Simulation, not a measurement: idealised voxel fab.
Presented below is a process module, voxel trench capacitor.
145 nm wide, 5 nm square cells: that's cross-section cut.
In what follows, cross-sections appear as grids of square cells, described through bands that run from the top down, where every band is one or more rows of cells.
This entry defines a band. It first specifies the height of the band's top and the height of its bottom in nm, and then specifies the band's materials from left to right, stating each material with its width in nm. The word "edge to edge" identifies a single material that fills the band from edge to edge, while the word "air" identifies empty space.
Measure heights from 0. That's the level where, below it, the as-received wafer is all one material. The lowest band is bottomless and extends downward; write it as in "0 down".
A two-number width, for instance "30 to 40", indicates that the width is equal to the first number in the top row of the band and to the second number in the bottom row, and that it changes by a constant amount per row of cells.
"no modification" -> step changed no cross-section cell.
Enclosed voids (no open way to top), threshold 8 cells or more, entry "Entrapped void list", notation width x height at distance, distance from left edge, nm.
Note: text after step settings on the step line = simulator remark on that step.
"overlay nm", when on a step's line for a step with a mask, measures how far to the right of its planned place the mask lay; a negative measure means to the left.

Here's what the planned process steps look like:
step 1: RECEIVE,material Si
step 2: CONFORMAL_DEP,material SiN,thk nm 5
step 3: DIRECTIONAL_DEP,material aC,thk nm 15
step 4: PATTERN,tone open,mask id TRENCH,material resist,width nm 15,pitch nm 45,thk nm 35,overlay nm 0
step 5: DIRECTIONAL_ETCH,etch materials aC,depth nm 15
step 6: STRIP,etch materials resist
step 7: DIRECTIONAL_ETCH,etch materials SiN,depth nm 5
step 8: DIRECTIONAL_ETCH,etch materials Si,depth nm 40
step 9: STRIP,etch materials aC
step 10: CONFORMAL_DEP,material Al2O3,thk nm 5
step 11: FILL_DEP,material polySi,thk nm 10
step 12: CMP,height nm 5
Heads up: all these wafers start the same, and what changes between them is the thk nm in step 10. The value you see in the plan is just what the first wafer got.

The first of several wafers as received, shown in cross-section; this is its state after step 1:
> 0 down = Si edge to edge
> Entrapped void list: none

Table: wafers, a row each; end-of-module cell change per material since receipt, gain (+), loss (-); then closed voids:
thk nm 5 | +38 Al2O3 | -48 Si | +23 SiN | +16 polySi | Entrapped void list: none
thk nm 10 | +54 Al2O3 | -48 Si | +23 SiN | Entrapped void list: none
thk nm 15 | +54 Al2O3 | -48 Si | +23 SiN | Entrapped void list: none
thk nm 20 | +54 Al2O3 | -48 Si | +23 SiN | Entrapped void list: none
